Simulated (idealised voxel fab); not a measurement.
Documented hereafter: the process module known as voxel ribs on slabs.
Square cells of 5 nm make up the cross-section cut, whose width is 210 nm.
This document writes a cross-section as a grid whose cells are square, and gives it as bands, listed from the top down; one or more rows of cells form a band.
For a band, the entry starts with two heights in nm, that of the top and then that of the bottom, and carries on with the band's materials in order from left to right, each alongside its width in nm; the word "all across" beside a single material means it fills the band edge to edge, and "air" means empty space.
Heights are expressed relative to 0, this being the level below which the as-received wafer comprises one material exclusively. The lowest band is unbounded in the downward direction and is denoted as in "0 nm and below".
A width such as "30 to 40" changes by the same amount from each row of cells to the next, from the band's top row to its bottom row.
The cross-section has no changed cell in any step marked "no modifications".
Enclosed voids (no open way to top), threshold 8 cells or more, entry "Trapped void list", notation width x height at distance, distance from left edge, nm.
Where a step's line continues beyond its settings, the continuation is a remark by the simulator itself on that step.
overlay nm: where the mask lay relative to plan, measured to the right, on steps with a mask; negatives go left.

Intended process steps:
| 1 | RECEIVE with material Si |
| 2 | DIRECTIONAL_DEP with material SiO2, thk nm 25 |
| 3 | DIRECTIONAL_DEP with material SiN, thk nm 25 |
| 4 | MASKED_ETCH with tone cover, mask id RIB, width nm 15, etch materials SiN, depth nm 10, overlay nm 0 |
| 5 | PATTERN with tone cover, mask id SLAB, material resist, width nm 65, thk nm 15, overlay nm 0 |
| 6 | DIRECTIONAL_ETCH with etch materials SiN, depth nm 15 |
| 7 | STRIP with etch materials resist |
| 8 | FILL_DEP with material SiO2, thk nm 25 |
| 9 | CMP with height nm 70 |
| 10 | DIRECTIONAL_DEP with material TiN, thk nm 5 |
| 11 | PATTERN with tone cover, mask id HEATER, material resist, width nm 25, thk nm 20, overlay nm 0 |
| 12 | DIRECTIONAL_ETCH with etch materials TiN, depth nm 5 |
| 13 | STRIP with etch materials resist |
| 14 | CONFORMAL_DEP with material SiN, thk nm 10 |

So, the first of our two wafers, run just as we planned it:

Here's what the wafer looked like in cross-section when it arrived - that's after step 1:
- 0 nm and below: Si all across
- Trapped void list: none

Wafer section view after processing step 2:
- 25 nm to 0 nm: SiO2 all across
- Anything lower than 0 is untouched.

Wafer section view after processing step 3:
- 50 nm to 25 nm: SiN all across
- Anything lower than 25 is untouched.

Wafer section view after processing step 4:
- 50 nm to 40 nm: 95 air | 15 SiN | 100 air
- Anything lower than 40 is untouched.

Wafer section view after processing step 5:
- 65 nm to 50 nm: 70 air | 65 resist | 75 air
- 50 nm to 40 nm: 70 air | 25 resist | 15 SiN | 25 resist | 75 air
- Anything lower than 40 is untouched.

Wafer section view after processing step 6:
- 65 nm to 50 nm: 70 air | 65 resist | 75 air
- 50 nm to 40 nm: 70 air | 25 resist | 15 SiN | 25 resist | 75 air
- 40 nm to 25 nm: 70 air | 65 SiN | 75 air
- Anything lower than 25 is untouched.

Wafer section view after processing step 7:
- 50 nm to 40 nm: 95 air | 15 SiN | 100 air
- Anything lower than 40 is untouched.

Wafer section view after processing step 8:
- 75 nm to 50 nm: SiO2 all across
- 50 nm to 40 nm: 95 SiO2 | 15 SiN | 100 SiO2
- 40 nm to 25 nm: 70 SiO2 | 65 SiN | 75 SiO2
- Anything lower than 25 is untouched.

Wafer section view after processing step 9:
- 70 nm to 50 nm: SiO2 all across
- Anything lower than 50 is untouched.

Wafer section view after processing step 10:
- 75 nm to 70 nm: TiN all across
- Anything lower than 70 is untouched.

Wafer section view after processing step 11:
- 95 nm to 75 nm: 90 air | 25 resist | 95 air
- Anything lower than 75 is untouched.

Wafer section view after processing step 12:
- 95 nm to 75 nm: 90 air | 25 resist | 95 air
- 75 nm to 70 nm: 90 air | 25 TiN | 95 air
- Anything lower than 70 is untouched.

Wafer section view after processing step 13:
- 75 nm to 70 nm: 90 air | 25 TiN | 95 air
- Anything lower than 70 is untouched.

Wafer section view after processing step 14:
- 85 nm to 80 nm: 80 air | 45 SiN | 85 air
- 80 nm to 75 nm: SiN all across
- 75 nm to 70 nm: 90 SiN | 25 TiN | 95 SiN
- Anything lower than 70 is untouched.

Regarding the second of the two wafers: it shared the first wafer's starting condition and process plan, yet one error occurred during its execution. Its history coincides with that of the first wafer up to and including step 13:

X-section, second wafer, when step 14 was due to finish: no modifications
Short version of what went wrong: step 14 was dropped from the plan's execution and never run
Looking at both finished wafers in cells, the second ends up ahead of or behind the first on some materials: -88 SiN
